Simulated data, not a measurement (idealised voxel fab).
The document below concerns the process module designated voxel self aligned contacts.
Shown is cross-section cut, with a width of 280 nm and square cells of size 5 nm.
Heads up, the way a cross-section reads in here is a grid of square cells, handed over as bands from the top down, with every band being one or more rows of cells. Top height, bottom height, nm. Materials left to right, width each, nm. Single material + "full width" = fills band edge to edge. "air" = empty. It should be noted that heights are counted from 0, beneath which the wafer as supplied is of one material throughout, and that the lowest band possesses no lower boundary but continues downward, as written in "0 and below". With a width like "30 to 40", each row of cells in the band differs from the next by the same amount, the top row carrying the first number and the bottom row the second. Reading "remained the same" for a step: not a cell of the cross-section changed in it. Empty spaces without an open route to the top, at least 8 cells in extent, make up the entry "Enclosed void listing"; each is given as width x height at distance, where the distance is measured from the left edge, and all are in nm. Whatever follows a step's settings on its line is a remark the simulator itself makes about that step. "overlay nm" denotes, for a step that has a mask, the displacement of the mask to the right of its planned place, with negative values corresponding to the left.
# The process steps that were planned are listed below
1 RECEIVE, material Si
2 CONFORMAL_DEP, material SiO2, thk nm 5
3 DIRECTIONAL_DEP, material polySi, thk nm 30
4 DIRECTIONAL_DEP, material SiN, thk nm 15
5 DIRECTIONAL_DEP, material aC, thk nm 10
6 PATTERN, tone cover, mask id GATE, material resist, width nm 30, pitch nm 60, thk nm 25, overlay nm 0
7 DIRECTIONAL_ETCH, etch materials aC, depth nm 10
8 STRIP, etch materials resist
9 DIRECTIONAL_ETCH, etch materials SiN, depth nm 15
10 DIRECTIONAL_ETCH, etch materials polySi, depth nm 30
11 STRIP, etch materials aC
12 CONFORMAL_DEP, material SiN, thk nm 5
13 DIRECTIONAL_ETCH, etch materials SiN, depth nm 5
14 FILL_DEP, material SiO2, thk nm 15
15 CMP, height nm 60
16 MASKED_ETCH, tone open, mask id CONTACT, width nm 40, etch materials SiO2, depth nm 60, overlay nm 0
17 CONFORMAL_DEP, material TiN, thk nm 5
18 FILL_DEP, material W, thk nm 10
19 CMP, height nm 60
20 CONFORMAL_DEP, material SiCN, thk nm 5
# first wafer, as planned
# As-received state of the wafer in cross-section, equivalent to post-step 1
* 0 and below = Si full width
* Enclosed void listing: none
# Step 2 done - wafer cross-section
* 5 down to 0 = SiO2 full width
* All layers under 0 are left as they were.
# Step 3 done - wafer cross-section
* 35 down to 5 = polySi full width
* All layers under 5 are left as they were.
# Step 4 done - wafer cross-section
* 50 down to 35 = SiN full width
* All layers under 35 are left as they were.
# Step 5 done - wafer cross-section
* 60 down to 50 = aC full width
* All layers under 50 are left as they were.
# Step 6 done - wafer cross-section
* 85 down to 60 = 95 of air, then 30 of resist, then 30 of air, then 30 of resist, then 95 of air
* All layers under 60 are left as they were.
# Step 7 done - wafer cross-section
* 75 down to 60 = 95 of air, then 30 of resist, then 30 of air, then 30 of resist, then 95 of air
* 60 down to 50 = 95 of air, then 30 of aC, then 30 of air, then 30 of aC, then 95 of air
* All layers under 50 are left as they were.
# Step 8 done - wafer cross-section
* 60 down to 50 = 95 of air, then 30 of aC, then 30 of air, then 30 of aC, then 95 of air
* All layers under 50 are left as they were.
# Step 9 done - wafer cross-section
* 60 down to 50 = 95 of air, then 30 of aC, then 30 of air, then 30 of aC, then 95 of air
* 50 down to 35 = 95 of air, then 30 of SiN, then 30 of air, then 30 of SiN, then 95 of air
* All layers under 35 are left as they were.
# Step 10 done - wafer cross-section
* 60 down to 50 = 95 of air, then 30 of aC, then 30 of air, then 30 of aC, then 95 of air
* 50 down to 35 = 95 of air, then 30 of SiN, then 30 of air, then 30 of SiN, then 95 of air
* 35 down to 5 = 95 of air, then 30 of polySi, then 30 of air, then 30 of polySi, then 95 of air
* All layers under 5 are left as they were.
# Step 11 done - wafer cross-section
* 50 down to 35 = 95 of air, then 30 of SiN, then 30 of air, then 30 of SiN, then 95 of air
* All layers under 35 are left as they were.
# Step 12 done - wafer cross-section
* 55 down to 35 = 90 of air, then 40 of SiN, then 20 of air, then 40 of SiN, then 90 of air
* 35 down to 10 = 90 of air, then 5 of SiN, then 30 of polySi, then 5 of SiN, then 20 of air, then 5 of SiN, then 30 of polySi, then 5 of SiN, then 90 of air
* 10 down to 5 = 95 of SiN, then 30 of polySi, then 30 of SiN, then 30 of polySi, then 95 of SiN
* All layers under 5 are left as they were.
# Step 13 done - wafer cross-section
* 50 down to 35 = 90 of air, then 40 of SiN, then 20 of air, then 40 of SiN, then 90 of air
* 35 down to 5 = 90 of air, then 5 of SiN, then 30 of polySi, then 5 of SiN, then 20 of air, then 5 of SiN, then 30 of polySi, then 5 of SiN, then 90 of air
* All layers under 5 are left as they were.
# Step 14 done - wafer cross-section
* 65 down to 50 = SiO2 full width
* 50 down to 35 = 90 of SiO2, then 40 of SiN, then 20 of SiO2, then 40 of SiN, then 90 of SiO2
* 35 down to 5 = 90 of SiO2, then 5 of SiN, then 30 of polySi, then 5 of SiN, then 20 of SiO2, then 5 of SiN, then 30 of polySi, then 5 of SiN, then 90 of SiO2
* All layers under 5 are left as they were.
# Step 15 done - wafer cross-section
* 60 down to 50 = SiO2 full width
* All layers under 50 are left as they were.
# Step 16 done - wafer cross-section
* 60 down to 50 = 120 of SiO2, then 40 of air, then 120 of SiO2
* 50 down to 35 = 90 of SiO2, then 40 of SiN, then 20 of air, then 40 of SiN, then 90 of SiO2
* 35 down to 5 = 90 of SiO2, then 5 of SiN, then 30 of polySi, then 5 of SiN, then 20 of air, then 5 of SiN, then 30 of polySi, then 5 of SiN, then 90 of SiO2
* 5 down to 0 = 130 of SiO2, then 20 of air, then 130 of SiO2
* All layers under 0 are left as they were.
# Step 17 done - wafer cross-section
* 65 down to 60 = 125 of TiN, then 30 of air, then 125 of TiN
* 60 down to 50 = 120 of SiO2, then 5 to 15 of TiN, then 30 to 10 of air, then 5 to 15 of TiN, then 120 of SiO2
* 50 down to 35 = 90 of SiO2, then 40 of SiN, then 5 of TiN, then 10 of air, then 5 of TiN, then 40 of SiN, then 90 of SiO2
* 35 down to 5 = 90 of SiO2, then 5 of SiN, then 30 of polySi, then 5 of SiN, then 5 of TiN, then 10 of air, then 5 of TiN, then 5 of SiN, then 30 of polySi, then 5 of SiN, then 90 of SiO2
* 5 down to 0 = 130 of SiO2, then 20 of TiN, then 130 of SiO2
* All layers under 0 are left as they were.
# Step 18 done - wafer cross-section
* 75 down to 65 = W full width
* 65 down to 60 = 125 of TiN, then 30 of W, then 125 of TiN
* 60 down to 50 = 120 of SiO2, then 5 to 15 of TiN, then 30 to 10 of W, then 5 to 15 of TiN, then 120 of SiO2
* 50 down to 35 = 90 of SiO2, then 40 of SiN, then 5 of TiN, then 10 of W, then 5 of TiN, then 40 of SiN, then 90 of SiO2
* 35 down to 5 = 90 of SiO2, then 5 of SiN, then 30 of polySi, then 5 of SiN, then 5 of TiN, then 10 of W, then 5 of TiN, then 5 of SiN, then 30 of polySi, then 5 of SiN, then 90 of SiO2
* All layers under 5 are left as they were.
# Step 19 done - wafer cross-section
* 60 down to 50 = 120 of SiO2, then 5 to 15 of TiN, then 30 to 10 of W, then 5 to 15 of TiN, then 120 of SiO2
* All layers under 50 are left as they were.
# Step 20 done - wafer cross-section
* 65 down to 60 = SiCN full width
* All layers under 60 are left as they were.
# Second of two: same start, same plan, one run error; steps up to and including 18 match the first
The second wafer in cross-section, at the planned close of step 19: remained the same
# The second wafer in cross-section, at the planned close of step 20
* 80 down to 75 = SiCN full width
* All layers under 75 are left as they were.
Short version of what went wrong: step 19 in the plan did not get run; it was skipped
Final comparison by cell count, materials where the second wafer has more or fewer than the first: TiN +50, W +118
